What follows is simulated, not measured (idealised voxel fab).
You're looking at the process module voxel local oxidation.
Square cells of 5 nm make up the cross-section cut, whose width is 300 nm.
Format of a cross-section: grid, square cells. Given as bands. Order: top down. Band: one or more rows of cells. Band: top and bottom heights (nm) first, top before bottom; then materials from left to right, widths in nm. "throughout" marks a sole material filling the band edge to edge. "blank" denotes empty space. Heights from 0 (as-received wafer is one material below). Bottom band endless downward, as "top 0, no bottom". It should be noted that a width expressed as "30 to 40" varies in equal increments from row to row of cells within the band, taking the value of the first number at the top row and that of the second number at the bottom row. "no alterations made" -> step changed no cross-section cell. What "Completely sealed voids" gives you is every empty space of 8 cells or more that is cut off from the top. Each appears as width x height at distance, with the distance taken from the left edge and width, height and distance all in nm. Post-settings text on a step line: simulator's own remark regarding the step. When a step includes a mask, the "overlay nm" setting on its line states how far to the right of its planned place that mask lay, and negative values state how far to the left.

Here's what the planned process steps look like
1. RECEIVE (material Si)
2. OXIDIZE (depth nm 5)
3. CONFORMAL_DEP (material SiN; thk nm 10)
4. MASKED_ETCH (tone cover; mask id ACTIVE; width nm 130; etch materials SiN; depth nm 10; overlay nm 0)
5. SELECTIVE_ETCH (etch materials SiO2; depth nm 5)
6. OXIDIZE (depth nm 10)
7. STRIP (etch materials SiN)

Delivered wafer in cross-section: state after step 1
	top 0, no bottom: Si throughout
	Completely sealed voids: none

First wafer of two, sectioned at end of module; run went per plan
	top 0, bottom -5: blank (90)  SiO2 (120)  blank (90)
	top -5, bottom -15: SiO2 (100)  Si (100)  SiO2 (100)
	top -15, no bottom: Si throughout
	Completely sealed voids: none

Second wafer of the two, sectioned at the end of the module. It began like the first and followed the same plan, but one mistake was made while running it
	top -5, bottom -15: blank (100)  Si (100)  blank (100)
	top -15, no bottom: Si throughout
	Completely sealed voids: none
Heads up, the wafer didn't run the way we planned it: step 7 ran differently from the plan; actual operation with settings: STRIP (etch materials SiO2)
Final wafer comparison in cells, second versus first, more or fewer per material: 104 fewer of SiO2
